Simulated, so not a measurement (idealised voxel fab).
Process module name: voxel ribs on slabs
For reference, the cross-section in this document is cut, with width 280 nm and square cells of 5 nm.
We lay out every cross-section as a grid of square cells and spell it out in bands from the top down, where one band means one or more rows of cells. Read a band's entry like this: the first values are the height of its top and the height of its bottom in nm, and what follows is the sequence of materials from left to right, each with its width in nm. Note that "blank" is empty space, and that a single material marked "everywhere" reaches across the band from edge to edge. Heights are expressed relative to 0, this being the level below which the as-received wafer comprises one material exclusively. The lowest band is unbounded in the downward direction and is denoted as in "0 down". Width: "30..40" (first number = top row, second number = bottom row, same change from row to row of cells). Given "no modifications" for a step, no cell of the cross-section differs between before and after that step. The list in "Completely enclosed voids" covers empty spaces of 8 cells or more that cannot reach the top through any open way, and it gives each as width x height at distance; the distance is from the left edge, and width, height and distance are in nm. Note: text after step settings on the step line = simulator remark on that step. Steps that use a mask can have "overlay nm" on their line. It says how far the mask sat to the right of where it was meant to be. Negative means to the left.
**Steps planned for the process**
1. RECEIVE with material Si
2. DIRECTIONAL_DEP with material SiO2, thk nm 25
3. DIRECTIONAL_DEP with material polySi, thk nm 25
4. MASKED_ETCH with tone cover, mask id RIB, width nm 25, etch materials polySi, depth nm 10, overlay nm 0
5. DIRECTIONAL_DEP with material aC, thk nm 15
6. PATTERN with tone cover, mask id SLAB, material resist, width nm 55, thk nm 35, overlay nm 0
7. DIRECTIONAL_ETCH with etch materials aC, depth nm 15
8. STRIP with etch materials resist
9. DIRECTIONAL_ETCH with etch materials polySi, depth nm 15
10. STRIP with etch materials aC
11. FILL_DEP with material SiO2, thk nm 15
12. CMP with height nm 60
13. DIRECTIONAL_DEP with material TiN, thk nm 10
14. MASKED_ETCH with tone cover, mask id HEATER, width nm 35, etch materials TiN, depth nm 10, overlay nm 0
15. CONFORMAL_DEP with material SiN, thk nm 5
**This is the cross-section of the wafer as we received it, i.e. after step 1**
* 0 down: Si everywhere
* Completely enclosed voids: none
**Post-module cross-section of the first of two wafers (run per plan)**
* 75 to 70: blank=115, then SiN=45, then blank=120
* 70 to 65: blank=115, then SiN=5, then TiN=35, then SiN=5, then blank=120
* 65 to 60: SiN=120, then TiN=35, then SiN=125
* 60 to 50: SiO2 everywhere
* 50 to 40: SiO2=125, then polySi=25, then SiO2=130
* 40 to 25: SiO2=110, then polySi=55, then SiO2=115
* 25 to 0: SiO2 everywhere
* 0 down: Si everywhere
* Completely enclosed voids: none
**second wafer at the end: like start, like plan, one mistake**
* 70 to 65: blank=115, then SiN=45, then blank=120
* 65 to 60: SiN=120, then TiN=35, then SiN=125
* 60 to 50: SiO2 everywhere
* 50 to 40: SiO2=125, then polySi=25, then SiO2=130
* 40 to 25: SiO2=110, then polySi=55, then SiO2=115
* 25 to 0: SiO2 everywhere
* 0 down: Si everywhere
* Completely enclosed voids: none
What was done differently from what was planned? the process deviated at step 13: the operation and settings actually run there were DIRECTIONAL_DEP with material TiN, thk nm 5
Final comparison by cell count, materials where the second wafer has more or fewer than the first: SiN: 2 fewer | TiN: 7 fewer
